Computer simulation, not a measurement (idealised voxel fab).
process module | voxel spacer lines
cross-section cut | 280 nm wide | cells 5 nm
A cross-section is a grid of square cells, given in bands from the top down. A band is one or more rows of cells.
Each band's line starts with the height of the band's top and of its bottom, in nm. Then come its materials from left to right, each with its width in nm. One material with "throughout" fills the band from edge to edge. "air" is empty space.
Height 0 is the level under which the wafer as received is all one material. The lowest band goes on downwards, as in "0 down".
A width such as "30 to 40" changes by the same amount from each row of cells to the next, from the band's top row to its bottom row.
"no change" after a step means that no cell of the cross-section changed.
closed voids: empty space of 8 cells or more with no open way to the top, each as width x height at its distance from the left edge, in nm
after a step's settings: what the simulator itself notes on the step
overlay nm, on a step with a mask: how far to the right of its planned place the mask lay; to the left if negative
Each pair below shows a cross-section before one step and the cross-section after it, down to the lowest band that changed. The line under each pair gives the step between them, with its settings. The pairs can come from different runs of this module on the same starting wafer, so a pair continues from the pair above only where its "before" says so.
before
  0 down: Si throughout
  closed voids: none
after
  5 to 0: SiO2 throughout
  below 0: unchanged
  closed voids: none
the step between: op CONFORMAL_DEP | material SiO2 | thk nm 5
before: the cross-section after the pair above
after
  15 to 5: TiN throughout
  below 5: unchanged
  closed voids: none
the step between: op DIRECTIONAL_DEP | material TiN | thk nm 10
before: the cross-section after the pair above
after
  40 to 15: polySi throughout
  below 15: unchanged
  closed voids: none
the step between: op DIRECTIONAL_DEP | material polySi | thk nm 25
before: the cross-section after the pair above
after
  70 to 40: air 80 | resist 15 | air 35 | resist 15 | air 35 | resist 15 | air 85
  below 40: unchanged
  closed voids: none
the step between: op PATTERN | tone cover | mask id MANDREL | material resist | width nm 15 | pitch nm 50 | thk nm 30 | overlay nm 0
before: the cross-section after the pair above
after
  70 to 40: air 80 | resist 15 | air 35 | resist 15 | air 35 | resist 15 | air 85
  40 to 15: air 80 | polySi 15 | air 35 | polySi 15 | air 35 | polySi 15 | air 85
  below 15: unchanged
  closed voids: none
the step between: op DIRECTIONAL_ETCH | etch materials polySi | depth nm 25
before: the cross-section after the pair above
after
  40 to 15: air 80 | polySi 15 | air 35 | polySi 15 | air 35 | polySi 15 | air 85
  below 15: unchanged
  closed voids: none
the step between: op STRIP | etch materials resist
before: the cross-section after the pair above
after
  50 to 40: air 70 | SiN 35 | air 15 | SiN 35 | air 15 | SiN 35 | air 75
  40 to 25: air 70 | SiN 10 | polySi 15 | SiN 10 | air 15 | SiN 10 | polySi 15 | SiN 10 | air 15 | SiN 10 | polySi 15 | SiN 10 | air 75
  25 to 15: SiN 80 | polySi 15 | SiN 35 | polySi 15 | SiN 35 | polySi 15 | SiN 85
  below 15: unchanged
  closed voids: none
the step between: op CONFORMAL_DEP | material SiN | thk nm 10
before: the cross-section after the pair above
after
  40 to 15: air 70 | SiN 10 | polySi 15 | SiN 10 | air 15 | SiN 10 | polySi 15 | SiN 10 | air 15 | SiN 10 | polySi 15 | SiN 10 | air 75
  below 15: unchanged
  closed voids: none
the step between: op DIRECTIONAL_ETCH | etch materials SiN | depth nm 10
before: the cross-section after the pair above
after
  40 to 15: air 70 | SiN 10 | air 15 | SiN 10 | air 15 | SiN 10 | air 15 | SiN 10 | air 15 | SiN 10 | air 15 | SiN 10 | air 75
  below 15: unchanged
  closed voids: none
the step between: op STRIP | etch materials polySi
before: the cross-section after the pair above
after
  40 to 15: air 70 | SiN 10 | air 15 | SiN 10 | air 15 | SiN 10 | air 15 | SiN 10 | air 15 | SiN 10 | air 15 | SiN 10 | air 75
  15 to 5: air 70 | TiN 10 | air 15 | TiN 10 | air 15 | TiN 10 | air 15 | TiN 10 | air 15 | TiN 10 | air 15 | TiN 10 | air 75
  below 5: unchanged
  closed voids: none
the step between: op DIRECTIONAL_ETCH | etch materials TiN | depth nm 10
before: the cross-section after the pair above
after
  15 to 5: air 70 | TiN 10 | air 15 | TiN 10 | air 15 | TiN 10 | air 15 | TiN 10 | air 15 | TiN 10 | air 15 | TiN 10 | air 75
  below 5: unchanged
  closed voids: none
the step between: op STRIP | etch materials SiN
before
  0 down: Si throughout
  closed voids: none
after
  10 to 0: TiN throughout
  below 0: unchanged
  closed voids: none
the step between: op DIRECTIONAL_DEP | material TiN | thk nm 10
before: the cross-section after the pair above
after
  35 to 10: polySi throughout
  below 10: unchanged
  closed voids: none
the step between: op DIRECTIONAL_DEP | material polySi | thk nm 25
before: the cross-section after the pair above
after
  65 to 35: air 80 | resist 15 | air 35 | resist 15 | air 35 | resist 15 | air 85
  below 35: unchanged
  closed voids: none
the step between: op PATTERN | tone cover | mask id MANDREL | material resist | width nm 15 | pitch nm 50 | thk nm 30 | overlay nm 0
before: the cross-section after the pair above
after
  65 to 35: air 80 | resist 15 | air 35 | resist 15 | air 35 | resist 15 | air 85
  35 to 10: air 80 | polySi 15 | air 35 | polySi 15 | air 35 | polySi 15 | air 85
  below 10: unchanged
  closed voids: none
the step between: op DIRECTIONAL_ETCH | etch materials polySi | depth nm 25
before: the cross-section after the pair above
after
  35 to 10: air 80 | polySi 15 | air 35 | polySi 15 | air 35 | polySi 15 | air 85
  below 10: unchanged
  closed voids: none
the step between: op STRIP | etch materials resist
before: the cross-section after the pair above
after
  45 to 35: air 70 | SiN 35 | air 15 | SiN 35 | air 15 | SiN 35 | air 75
  35 to 20: air 70 | SiN 10 | polySi 15 | SiN 10 | air 15 | SiN 10 | polySi 15 | SiN 10 | air 15 | SiN 10 | polySi 15 | SiN 10 | air 75
  20 to 10: SiN 80 | polySi 15 | SiN 35 | polySi 15 | SiN 35 | polySi 15 | SiN 85
  below 10: unchanged
  closed voids: none
the step between: op CONFORMAL_DEP | material SiN | thk nm 10
before: the cross-section after the pair above
after
  35 to 10: air 70 | SiN 10 | polySi 15 | SiN 10 | air 15 | SiN 10 | polySi 15 | SiN 10 | air 15 | SiN 10 | polySi 15 | SiN 10 | air 75
  below 10: unchanged
  closed voids: none
the step between: op DIRECTIONAL_ETCH | etch materials SiN | depth nm 10
before: the cross-section after the pair above
after
  35 to 10: air 70 | SiN 10 | air 15 | SiN 10 | air 15 | SiN 10 | air 15 | SiN 10 | air 15 | SiN 10 | air 15 | SiN 10 | air 75
  below 10: unchanged
  closed voids: none
the step between: op STRIP | etch materials polySi
before: the cross-section after the pair above
after
  35 to 10: air 70 | SiN 10 | air 15 | SiN 10 | air 15 | SiN 10 | air 15 | SiN 10 | air 15 | SiN 10 | air 15 | SiN 10 | air 75
  10 to 0: air 70 | TiN 10 | air 15 | TiN 10 | air 15 | TiN 10 | air 15 | TiN 10 | air 15 | TiN 10 | air 15 | TiN 10 | air 75
  below 0: unchanged
  closed voids: none
the step between: op DIRECTIONAL_ETCH | etch materials TiN | depth nm 10
before: the cross-section after the pair above
after
  10 to 0: air 70 | TiN 10 | air 15 | TiN 10 | air 15 | TiN 10 | air 15 | TiN 10 | air 15 | TiN 10 | air 15 | TiN 10 | air 75
  below 0: unchanged
  closed voids: none
the step between: op STRIP | etch materials SiN
before
  10 to 0: TiN throughout
  0 down: Si throughout
  closed voids: none
after
  15 to 10: SiO2 throughout
  below 10: unchanged
  closed voids: none
the step between: op CONFORMAL_DEP | material SiO2 | thk nm 5
before: the cross-section after the pair above
after
  40 to 15: polySi throughout
  below 15: unchanged
  closed voids: none
the step between: op DIRECTIONAL_DEP | material polySi | thk nm 25
before: the cross-section after the pair above
after
  70 to 40: air 80 | resist 15 | air 35 | resist 15 | air 35 | resist 15 | air 85
  below 40: unchanged
  closed voids: none
the step between: op PATTERN | tone cover | mask id MANDREL | material resist | width nm 15 | pitch nm 50 | thk nm 30 | overlay nm 0
before: the cross-section after the pair above
after
  70 to 40: air 80 | resist 15 | air 35 | resist 15 | air 35 | resist 15 | air 85
  40 to 15: air 80 | polySi 15 | air 35 | polySi 15 | air 35 | polySi 15 | air 85
  below 15: unchanged
  closed voids: none
the step between: op DIRECTIONAL_ETCH | etch materials polySi | depth nm 25
before: the cross-section after the pair above
after
  40 to 15: air 80 | polySi 15 | air 35 | polySi 15 | air 35 | polySi 15 | air 85
  below 15: unchanged
  closed voids: none
the step between: op STRIP | etch materials resist
before: the cross-section after the pair above
after
  50 to 40: air 70 | SiN 35 | air 15 | SiN 35 | air 15 | SiN 35 | air 75
  40 to 25: air 70 | SiN 10 | polySi 15 | SiN 10 | air 15 | SiN 10 | polySi 15 | SiN 10 | air 15 | SiN 10 | polySi 15 | SiN 10 | air 75
  25 to 15: SiN 80 | polySi 15 | SiN 35 | polySi 15 | SiN 35 | polySi 15 | SiN 85
  below 15: unchanged
  closed voids: none
the step between: op CONFORMAL_DEP | material SiN | thk nm 10
before: the cross-section after the pair above
after
  40 to 15: air 70 | SiN 10 | polySi 15 | SiN 10 | air 15 | SiN 10 | polySi 15 | SiN 10 | air 15 | SiN 10 | polySi 15 | SiN 10 | air 75
  below 15: unchanged
  closed voids: none
the step between: op DIRECTIONAL_ETCH | etch materials SiN | depth nm 10
before: the cross-section after the pair above
after
  40 to 15: air 70 | SiN 10 | air 15 | SiN 10 | air 15 | SiN 10 | air 15 | SiN 10 | air 15 | SiN 10 | air 15 | SiN 10 | air 75
  below 15: unchanged
  closed voids: none
the step between: op STRIP | etch materials polySi
before: the cross-section after the pair above
after
  15 to 10: SiO2 throughout
  below 10: unchanged
  closed voids: none
the step between: op STRIP | etch materials SiN
before
  0 down: Si throughout
  closed voids: none
after
  15 to 0: SiO2 throughout
  below 0: unchanged
  closed voids: none
the step between: op CONFORMAL_DEP | material SiO2 | thk nm 15
before: the cross-section after the pair above
after
  25 to 15: TiN throughout
  below 15: unchanged
  closed voids: none
the step between: op DIRECTIONAL_DEP | material TiN | thk nm 10
before: the cross-section after the pair above
after
  50 to 25: polySi throughout
  below 25: unchanged
  closed voids: none
the step between: op DIRECTIONAL_DEP | material polySi | thk nm 25
before: the cross-section after the pair above
after
  80 to 50: air 80 | resist 15 | air 35 | resist 15 | air 35 | resist 15 | air 85
  below 50: unchanged
  closed voids: none
the step between: op PATTERN | tone cover | mask id MANDREL | material resist | width nm 15 | pitch nm 50 | thk nm 30 | overlay nm 0
before: the cross-section after the pair above
after
  80 to 50: air 80 | resist 15 | air 35 | resist 15 | air 35 | resist 15 | air 85
  50 to 25: air 80 | polySi 15 | air 35 | polySi 15 | air 35 | polySi 15 | air 85
  below 25: unchanged
  closed voids: none
the step between: op DIRECTIONAL_ETCH | etch materials polySi | depth nm 25
before: the cross-section after the pair above
after
  50 to 25: air 80 | polySi 15 | air 35 | polySi 15 | air 35 | polySi 15 | air 85
  below 25: unchanged
  closed voids: none
the step between: op STRIP | etch materials resist
before: the cross-section after the pair above
after
  60 to 50: air 70 | SiN 35 | air 15 | SiN 35 | air 15 | SiN 35 | air 75
  50 to 35: air 70 | SiN 10 | polySi 15 | SiN 10 | air 15 | SiN 10 | polySi 15 | SiN 10 | air 15 | SiN 10 | polySi 15 | SiN 10 | air 75
  35 to 25: SiN 80 | polySi 15 | SiN 35 | polySi 15 | SiN 35 | polySi 15 | SiN 85
  below 25: unchanged
  closed voids: none
the step between: op CONFORMAL_DEP | material SiN | thk nm 10
before: the cross-section after the pair above
after
  50 to 25: air 70 | SiN 10 | polySi 15 | SiN 10 | air 15 | SiN 10 | polySi 15 | SiN 10 | air 15 | SiN 10 | polySi 15 | SiN 10 | air 75
  below 25: unchanged
  closed voids: none
the step between: op DIRECTIONAL_ETCH | etch materials SiN | depth nm 10
before: the cross-section after the pair above
after
  50 to 25: air 70 | SiN 10 | air 15 | SiN 10 | air 15 | SiN 10 | air 15 | SiN 10 | air 15 | SiN 10 | air 15 | SiN 10 | air 75
  below 25: unchanged
  closed voids: none
the step between: op STRIP | etch materials polySi
before: the cross-section after the pair above
after
  50 to 25: air 70 | SiN 10 | air 15 | SiN 10 | air 15 | SiN 10 | air 15 | SiN 10 | air 15 | SiN 10 | air 15 | SiN 10 | air 75
  25 to 15: air 70 | TiN 10 | air 15 | TiN 10 | air 15 | TiN 10 | air 15 | TiN 10 | air 15 | TiN 10 | air 15 | TiN 10 | air 75
  below 15: unchanged
  closed voids: none
the step between: op DIRECTIONAL_ETCH | etch materials TiN | depth nm 10
before: the cross-section after the pair above
after
  25 to 15: air 70 | TiN 10 | air 15 | TiN 10 | air 15 | TiN 10 | air 15 | TiN 10 | air 15 | TiN 10 | air 15 | TiN 10 | air 75
  below 15: unchanged
  closed voids: none
the step between: op STRIP | etch materials SiN
before
  40 to 15: polySi throughout
  15 to 5: TiN throughout
  5 to 0: SiO2 throughout
  0 down: Si throughout
  closed voids: none
after
  70 to 40: air 75 | resist 25 | air 25 | resist 25 | air 25 | resist 25 | air 80
  below 40: unchanged
  closed voids: none
the step between: op PATTERN | tone cover | mask id MANDREL | material resist | width nm 25 | pitch nm 50 | thk nm 30 | overlay nm 0
before: the cross-section after the pair above
after
  70 to 40: air 75 | resist 25 | air 25 | resist 25 | air 25 | resist 25 | air 80
  40 to 15: air 75 | polySi 25 | air 25 | polySi 25 | air 25 | polySi 25 | air 80
  below 15: unchanged
  closed voids: none
the step between: op DIRECTIONAL_ETCH | etch materials polySi | depth nm 25
before: the cross-section after the pair above
after
  40 to 15: air 75 | polySi 25 | air 25 | polySi 25 | air 25 | polySi 25 | air 80
  below 15: unchanged
  closed voids: none
the step between: op STRIP | etch materials resist
before: the cross-section after the pair above
after
  50 to 40: air 65 | SiN 45 | air 5 | SiN 45 | air 5 | SiN 45 | air 70
  40 to 25: air 65 | SiN 10 | polySi 25 | SiN 10 | air 5 | SiN 10 | polySi 25 | SiN 10 | air 5 | SiN 10 | polySi 25 | SiN 10 | air 70
  25 to 15: SiN 75 | polySi 25 | SiN 25 | polySi 25 | SiN 25 | polySi 25 | SiN 80
  below 15: unchanged
  closed voids: none
the step between: op CONFORMAL_DEP | material SiN | thk nm 10
before: the cross-section after the pair above
after
  40 to 15: air 65 | SiN 10 | polySi 25 | SiN 10 | air 5 | SiN 10 | polySi 25 | SiN 10 | air 5 | SiN 10 | polySi 25 | SiN 10 | air 70
  below 15: unchanged
  closed voids: none
the step between: op DIRECTIONAL_ETCH | etch materials SiN | depth nm 10
before: the cross-section after the pair above
after
  40 to 15: air 65 | SiN 10 | air 25 | SiN 10 | air 5 | SiN 10 | air 25 | SiN 10 | air 5 | SiN 10 | air 25 | SiN 10 | air 70
  below 15: unchanged
  closed voids: none
the step between: op STRIP | etch materials polySi
before: the cross-section after the pair above
after
  40 to 15: air 65 | SiN 10 | air 25 | SiN 10 | air 5 | SiN 10 | air 25 | SiN 10 | air 5 | SiN 10 | air 25 | SiN 10 | air 70
  15 to 5: air 65 | TiN 10 | air 25 | TiN 10 | air 5 | TiN 10 | air 25 | TiN 10 | air 5 | TiN 10 | air 25 | TiN 10 | air 70
  below 5: unchanged
  closed voids: none
the step between: op DIRECTIONAL_ETCH | etch materials TiN | depth nm 10
before: the cross-section after the pair above
after
  15 to 5: air 65 | TiN 10 | air 25 | TiN 10 | air 5 | TiN 10 | air 25 | TiN 10 | air 5 | TiN 10 | air 25 | TiN 10 | air 70
  below 5: unchanged
  closed voids: none
the step between: op STRIP | etch materials SiN
before
  40 to 15: polySi throughout
  15 to 5: TiN throughout
  5 to 0: SiO2 throughout
  0 down: Si throughout
  closed voids: none
after
  70 to 40: air 85 | resist 15 | air 35 | resist 15 | air 35 | resist 15 | air 80
  below 40: unchanged
  closed voids: none
the step between: op PATTERN | tone cover | mask id MANDREL | material resist | width nm 15 | pitch nm 50 | thk nm 30 | overlay nm 5
before: the cross-section after the pair above
after
  70 to 40: air 85 | resist 15 | air 35 | resist 15 | air 35 | resist 15 | air 80
  40 to 15: air 85 | polySi 15 | air 35 | polySi 15 | air 35 | polySi 15 | air 80
  below 15: unchanged
  closed voids: none
the step between: op DIRECTIONAL_ETCH | etch materials polySi | depth nm 25
before: the cross-section after the pair above
after
  40 to 15: air 85 | polySi 15 | air 35 | polySi 15 | air 35 | polySi 15 | air 80
  below 15: unchanged
  closed voids: none
the step between: op STRIP | etch materials resist
before: the cross-section after the pair above
after
  50 to 40: air 75 | SiN 35 | air 15 | SiN 35 | air 15 | SiN 35 | air 70
  40 to 25: air 75 | SiN 10 | polySi 15 | SiN 10 | air 15 | SiN 10 | polySi 15 | SiN 10 | air 15 | SiN 10 | polySi 15 | SiN 10 | air 70
  25 to 15: SiN 85 | polySi 15 | SiN 35 | polySi 15 | SiN 35 | polySi 15 | SiN 80
  below 15: unchanged
  closed voids: none
the step between: op CONFORMAL_DEP | material SiN | thk nm 10
before: the cross-section after the pair above
after
  40 to 15: air 75 | SiN 10 | polySi 15 | SiN 10 | air 15 | SiN 10 | polySi 15 | SiN 10 | air 15 | SiN 10 | polySi 15 | SiN 10 | air 70
  below 15: unchanged
  closed voids: none
the step between: op DIRECTIONAL_ETCH | etch materials SiN | depth nm 10
before: the cross-section after the pair above
after
  40 to 15: air 75 | SiN 10 | air 15 | SiN 10 | air 15 | SiN 10 | air 15 | SiN 10 | air 15 | SiN 10 | air 15 | SiN 10 | air 70
  below 15: unchanged
  closed voids: none
the step between: op STRIP | etch materials polySi
before: the cross-section after the pair above
after
  40 to 15: air 75 | SiN 10 | air 15 | SiN 10 | air 15 | SiN 10 | air 15 | SiN 10 | air 15 | SiN 10 | air 15 | SiN 10 | air 70
  15 to 5: air 75 | TiN 10 | air 15 | TiN 10 | air 15 | TiN 10 | air 15 | TiN 10 | air 15 | TiN 10 | air 15 | TiN 10 | air 70
  below 5: unchanged
  closed voids: none
the step between: op DIRECTIONAL_ETCH | etch materials TiN | depth nm 10
before: the cross-section after the pair above
after
  15 to 5: air 75 | TiN 10 | air 15 | TiN 10 | air 15 | TiN 10 | air 15 | TiN 10 | air 15 | TiN 10 | air 15 | TiN 10 | air 70
  below 5: unchanged
  closed voids: none
the step between: op STRIP | etch materials SiN
before
  40 to 15: air 80 | polySi 15 | air 35 | polySi 15 | air 35 | polySi 15 | air 85
  15 to 5: TiN throughout
  5 to 0: SiO2 throughout
  0 down: Si throughout
  closed voids: none
after
  50 to 40: air 70 | TiN 35 | air 15 | TiN 35 | air 15 | TiN 35 | air 75
  40 to 25: air 70 | TiN 10 | polySi 15 | TiN 10 | air 15 | TiN 10 | polySi 15 | TiN 10 | air 15 | TiN 10 | polySi 15 | TiN 10 | air 75
  25 to 15: TiN 80 | polySi 15 | TiN 35 | polySi 15 | TiN 35 | polySi 15 | TiN 85
  below 15: unchanged
  closed voids: none
the step between: op CONFORMAL_DEP | material TiN | thk nm 10
before: the cross-section after the pair above
after
  40 to 15: air 70 | TiN 10 | polySi 15 | TiN 10 | air 15 | TiN 10 | polySi 15 | TiN 10 | air 15 | TiN 10 | polySi 15 | TiN 10 | air 75
  below 15: unchanged
  closed voids: none
the step between: op DIRECTIONAL_ETCH | etch materials TiN | depth nm 10
before
  40 to 15: polySi throughout
  15 to 5: TiN throughout
  5 to 0: SiO2 throughout
  0 down: Si throughout
  closed voids: none
after
  70 to 40: resist 80 | air 15 | resist 35 | air 15 | resist 35 | air 15 | resist 85
  below 40: unchanged
  closed voids: none
the step between: op PATTERN | tone open | mask id MANDREL | material resist | width nm 15 | pitch nm 50 | thk nm 30 | overlay nm 0
before: the cross-section after the pair above
after
  70 to 40: resist 80 | air 15 | resist 35 | air 15 | resist 35 | air 15 | resist 85
  40 to 15: polySi 80 | air 15 | polySi 35 | air 15 | polySi 35 | air 15 | polySi 85
  below 15: unchanged
  closed voids: none
the step between: op DIRECTIONAL_ETCH | etch materials polySi | depth nm 25
before: the cross-section after the pair above
after
  40 to 15: polySi 80 | air 15 | polySi 35 | air 15 | polySi 35 | air 15 | polySi 85
  below 15: unchanged
  closed voids: none
the step between: op STRIP | etch materials resist
before: the cross-section after the pair above
after
  50 to 40: SiN throughout
  40 to 15: polySi 80 | SiN 15 | polySi 35 | SiN 15 | polySi 35 | SiN 15 | polySi 85
  below 15: unchanged
  closed voids: none
the step between: op CONFORMAL_DEP | material SiN | thk nm 10
before: the cross-section after the pair above
after
  40 to 15: polySi 80 | SiN 15 | polySi 35 | SiN 15 | polySi 35 | SiN 15 | polySi 85
  below 15: unchanged
  closed voids: none
the step between: op DIRECTIONAL_ETCH | etch materials SiN | depth nm 10
before: the cross-section after the pair above
after
  40 to 15: air 80 | SiN 15 | air 35 | SiN 15 | air 35 | SiN 15 | air 85
  below 15: unchanged
  closed voids: none
the step between: op STRIP | etch materials polySi
before: the cross-section after the pair above
after
  40 to 15: air 80 | SiN 15 | air 35 | SiN 15 | air 35 | SiN 15 | air 85
  15 to 5: air 80 | TiN 15 | air 35 | TiN 15 | air 35 | TiN 15 | air 85
  below 5: unchanged
  closed voids: none
the step between: op DIRECTIONAL_ETCH | etch materials TiN | depth nm 10
before: the cross-section after the pair above
after
  15 to 5: air 80 | TiN 15 | air 35 | TiN 15 | air 35 | TiN 15 | air 85
  below 5: unchanged
  closed voids: none
the step between: op STRIP | etch materials SiN
